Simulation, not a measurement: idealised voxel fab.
Presented below is a process module, voxel gate over fins.
The width of the displayed cross-section, cut, is 240 nm; its cells are square, with a size of 5 nm.
Just so we're on the same page, the cross-sections are grids of square cells, and they're listed out in bands top to bottom, each band one or more rows deep.
A band entry consists of two parts. The first gives the height of the band's top and the height of its bottom, in nm. The rest lists the band's materials from left to right, each with its width in nm. A single material labelled with the word "edge to edge" fills the band from edge to edge, and the word "air" marks empty space.
Measure heights from 0. That's the level where, below it, the as-received wafer is all one material. The lowest band is bottomless and extends downward; write it as in "0..down".
A width given as "30..40" starts at the first number in the band's top row and ends at the second number in its bottom row, shifting by an equal amount at every step from row to row.
Reading "remained the same" for a step: not a cell of the cross-section changed in it.
Basically, "Enclosed internal cavities" tells you about the enclosed voids: empty spaces with no open way to the top, 8 cells or bigger, each written width x height at distance, where distance is from the left edge, all in nm.
What comes after the settings on a step's line is commentary from the simulator itself on that step.
For masked steps, "overlay nm" on the step line gives how far right of plan the mask actually lay; a minus sign means it lay to the left.
Steps planned for the process
step 1: RECEIVE, material Si
step 2: CONFORMAL_DEP, material SiN, thk nm 5
step 3: DIRECTIONAL_DEP, material aC, thk nm 15
step 4: PATTERN, tone cover, mask id FINS, material resist, width nm 15, pitch nm 50, thk nm 30, overlay nm -15
step 5: DIRECTIONAL_ETCH, etch materials aC, depth nm 15
step 6: STRIP, etch materials resist
step 7: DIRECTIONAL_ETCH, etch materials SiN, depth nm 5
step 8: DIRECTIONAL_ETCH, etch materials Si, depth nm 35
step 9: STRIP, etch materials aC
step 10: OXIDIZE, depth nm 5
step 11: FILL_DEP, material SiO2, thk nm 15
step 12: CMP, height nm 5
step 13: DIRECTIONAL_DEP, material aC, thk nm 10
step 14: PATTERN, tone open, mask id RAIL, material resist, width nm 15, thk nm 30, overlay nm 0
step 15: DIRECTIONAL_ETCH, etch materials aC, depth nm 10
step 16: STRIP, etch materials resist
step 17: DIRECTIONAL_ETCH, etch materials SiO2, depth nm 35
step 18: STRIP, etch materials aC
step 19: CONFORMAL_DEP, material TiN, thk nm 5
step 20: FILL_DEP, material W, thk nm 5
step 21: CMP, height nm 5
step 22: SELECTIVE_ETCH, etch materials W Ru TiN, depth nm 25
step 23: FILL_DEP, material SiO2, thk nm 5
step 24: CMP, height nm 5
step 25: SELECTIVE_ETCH, etch materials SiO2, depth nm 15
step 26: STRIP, etch materials SiN
step 27: CONFORMAL_DEP, material HfO2, thk nm 5
step 28: CONFORMAL_DEP, material TiN, thk nm 5
step 29: CONFORMAL_DEP, material TiAl, thk nm 5
step 30: CONFORMAL_DEP, material TiN, thk nm 5
step 31: FILL_DEP, material W, thk nm 15
step 32: CMP, height nm 30
step 33: CONFORMAL_DEP, material SiN, thk nm 10
Keep in mind the plan's value for the overlay nm of step 4 comes from the first wafer; the wafers don't share that setting, but they do share the same starting point.
First wafer as received, after step 1
- 0..down  Si edge to edge
- Enclosed internal cavities: none
Each row below is a wafer at the end of the module, listing for every material the number of cells it has gained (+) or lost (-) since it was received, followed by its closed voids
overlay nm -15, +56 HfO2, -368 Si, +96 SiN, +272 SiO2, +56 TiAl, +116 TiN, +156 W, Enclosed internal cavities: none
overlay nm -10, +56 HfO2, -368 Si, +96 SiN, +270 SiO2, +56 TiAl, +117 TiN, +157 W, Enclosed internal cavities: none
overlay nm -5, +56 HfO2, -368 Si, +96 SiN, +270 SiO2, +56 TiAl, +117 TiN, +157 W, Enclosed internal cavities: none
overlay nm 0, +56 HfO2, -368 Si, +96 SiN, +270 SiO2, +56 TiAl, +117 TiN, +157 W, Enclosed internal cavities: none
overlay nm 5, +56 HfO2, -368 Si, +96 SiN, +270 SiO2, +56 TiAl, +117 TiN, +157 W, Enclosed internal cavities: none
overlay nm 10, +56 HfO2, -368 Si, +96 SiN, +270 SiO2, +56 TiAl, +117 TiN, +157 W, Enclosed internal cavities: none
overlay nm 15, +56 HfO2, -368 Si, +96 SiN, +272 SiO2, +56 TiAl, +116 TiN, +156 W, Enclosed internal cavities: none
